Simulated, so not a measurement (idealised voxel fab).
Process module, titled voxel wiring stack
Square cells of 5 nm make up the cross-section cut, whose width is 180 nm.
Cross-section, as written here: a square-cell grid given band by band from the top down, where a band holds one or more rows of cells.
Each band's line starts with the height of the band's top and of its bottom, in nm. Then come its materials from left to right, each with its width in nm. One material with "everywhere" fills the band from edge to edge. "air" is empty space.
Heights are expressed relative to 0, this being the level below which the as-received wafer comprises one material exclusively. The lowest band is unbounded in the downward direction and is denoted as in "0 down".
So if you see something like "30 to 40" for the width, read it as the top row of the band sitting at the first number and the bottom row at the second, with every row in between moving by the same amount as the last.
Reading "nothing got changed" for a step: not a cell of the cross-section changed in it.
Voids not open to the top, 8 cells minimum: see "Enclosed void catalog". Written width x height at distance; distance is from the left edge; nm.
Heads up: the bit after the settings on a step's line is the simulator's remark on that step.
A step line may carry the setting "overlay nm", which, for steps involving a mask, states the distance by which the mask lay to the right of its intended position; negative values denote displacement to the left.

Steps in the process plan:
| 1 | op RECEIVE | material Si |
| 2 | op CONFORMAL_DEP | material SiO2 | thk nm 10 |
| 3 | op CONFORMAL_DEP | material SiN | thk nm 5 |
| 4 | op DIRECTIONAL_DEP | material SiO2 | thk nm 25 |
| 5 | op MASKED_ETCH | tone open | mask id METAL_1 | width nm 30 | pitch nm 55 | etch materials SiO2 | depth nm 25 | overlay nm 0 |
| 6 | op MASKED_ETCH | tone open | mask id METAL_1 | width nm 30 | pitch nm 55 | etch materials SiN | depth nm 5 | overlay nm 0 |
| 7 | op CONFORMAL_DEP | material TiN | thk nm 5 |
| 8 | op FILL_DEP | material Cu | thk nm 5 |
| 9 | op CMP | height nm 40 |
| 10 | op CONFORMAL_DEP | material SiCN | thk nm 5 |
| 11 | op DIRECTIONAL_DEP | material lowk | thk nm 15 |
| 12 | op DIRECTIONAL_DEP | material aC | thk nm 15 |
| 13 | op PATTERN | tone open | mask id PLUG_1 | material resist | width nm 15 | thk nm 35 | overlay nm 0 |
| 14 | op DIRECTIONAL_ETCH | etch materials aC | depth nm 15 |
| 15 | op STRIP | etch materials resist |
| 16 | op DIRECTIONAL_ETCH | etch materials lowk | depth nm 15 |
| 17 | op DIRECTIONAL_ETCH | etch materials SiCN | depth nm 5 |
| 18 | op STRIP | etch materials aC |
| 19 | op EPI | material Ru | thk nm 10 |
| 20 | op EPI | material Ru | thk nm 10 |
| 21 | op CONFORMAL_DEP | material SiCN | thk nm 5 |
| 22 | op DIRECTIONAL_DEP | material SiO2 | thk nm 15 |
| 23 | op DIRECTIONAL_DEP | material aC | thk nm 15 |
| 24 | op PATTERN | tone open | mask id METAL_2 | material resist | width nm 30 | pitch nm 55 | thk nm 35 | overlay nm 0 |
| 25 | op DIRECTIONAL_ETCH | etch materials aC | depth nm 15 |
| 26 | op STRIP | etch materials resist |
| 27 | op DIRECTIONAL_ETCH | etch materials SiO2 | depth nm 15 |
| 28 | op DIRECTIONAL_ETCH | etch materials SiCN | depth nm 5 |
| 29 | op STRIP | etch materials aC |
| 30 | op CONFORMAL_DEP | material TiN | thk nm 5 |
| 31 | op FILL_DEP | material W | thk nm 10 |
| 32 | op CMP | height nm 80 |
| 33 | op CONFORMAL_DEP | material SiCN | thk nm 5 |
| 34 | op DIRECTIONAL_DEP | material SiO2 | thk nm 15 |
| 35 | op DIRECTIONAL_DEP | material aC | thk nm 15 |
| 36 | op PATTERN | tone open | mask id PLUG_2 | material resist | width nm 15 | pitch nm 55 | thk nm 30 | overlay nm 0 |
| 37 | op DIRECTIONAL_ETCH | etch materials aC | depth nm 15 |
| 38 | op STRIP | etch materials resist |
| 39 | op DIRECTIONAL_ETCH | etch materials SiO2 | depth nm 15 |
| 40 | op DIRECTIONAL_ETCH | etch materials SiCN | depth nm 5 |
| 41 | op STRIP | etch materials aC |
| 42 | op CONFORMAL_DEP | material TiN | thk nm 5 |
| 43 | op FILL_DEP | material Ru | thk nm 5 |
| 44 | op CMP | height nm 100 |
| 45 | op DIRECTIONAL_DEP | material TiN | thk nm 5 |
| 46 | op DIRECTIONAL_DEP | material Ru | thk nm 25 |
| 47 | op MASKED_ETCH | tone cover | mask id METAL_3 | width nm 30 | pitch nm 55 | etch materials Ru | depth nm 25 | overlay nm 0 |
| 48 | op MASKED_ETCH | tone cover | mask id METAL_3 | width nm 30 | pitch nm 55 | etch materials TiN | depth nm 5 | overlay nm 0 |
| 49 | op CONFORMAL_DEP | material SiCN | thk nm 5 |
| 50 | op FILL_DEP | material SiO2 | thk nm 5 |
| 51 | op CMP | height nm 130 |
| 52 | op CONFORMAL_DEP | material SiCN | thk nm 5 |
| 53 | op DIRECTIONAL_DEP | material lowk | thk nm 25 |
| 54 | op PATTERN | tone open | mask id METAL_4_HOLES | material resist | width nm 15 | pitch nm 55 | thk nm 15 | overlay nm 0 |
| 55 | op DIRECTIONAL_ETCH | etch materials lowk | depth nm 25 |
| 56 | op STRIP | etch materials resist |
| 57 | op MASKED_ETCH | tone open | mask id METAL_4 | width nm 30 | pitch nm 55 | etch materials lowk | depth nm 15 | overlay nm 0 |
| 58 | op MASKED_ETCH | tone open | mask id METAL_4 | width nm 30 | pitch nm 55 | etch materials SiCN | depth nm 5 | overlay nm 0 |
| 59 | op CONFORMAL_DEP | material TiN | thk nm 5 |
| 60 | op FILL_DEP | material Cu | thk nm 10 |
| 61 | op CMP | height nm 160 |
| 62 | op CONFORMAL_DEP | material SiCN | thk nm 5 |
It is noted that the wafers described herein are identical at the outset and are distinguished by the thk nm of step 10; the value stated in the plan corresponds to the first wafer.

Here's the first of the wafers in cross-section, just as we got it, i.e. after step 1:
0 down | Si everywhere
Enclosed void catalog: none

The rows of the table below are wafers. Looking at the end of the module, a row counts, for every material, the cells the wafer has gained, shown as (+), or lost, shown as (-), since it was received; its closed voids come next:
thk nm 5; +62 Cu; +78 Ru; +197 SiCN; +24 SiN; +454 SiO2; +118 TiN; +24 W; +231 lowk; Enclosed void catalog: none
thk nm 10; +62 Cu; +66 Ru; +241 SiCN; +24 SiN; +430 SiO2; +118 TiN; +16 W; +231 lowk; Enclosed void catalog: none
thk nm 15; +62 Cu; +66 Ru; +277 SiCN; +24 SiN; +406 SiO2; +114 TiN; +8 W; +231 lowk; Enclosed void catalog: none
thk nm 20; +62 Cu; +66 Ru; +313 SiCN; +24 SiN; +382 SiO2; +110 TiN; +231 lowk; Enclosed void catalog: none
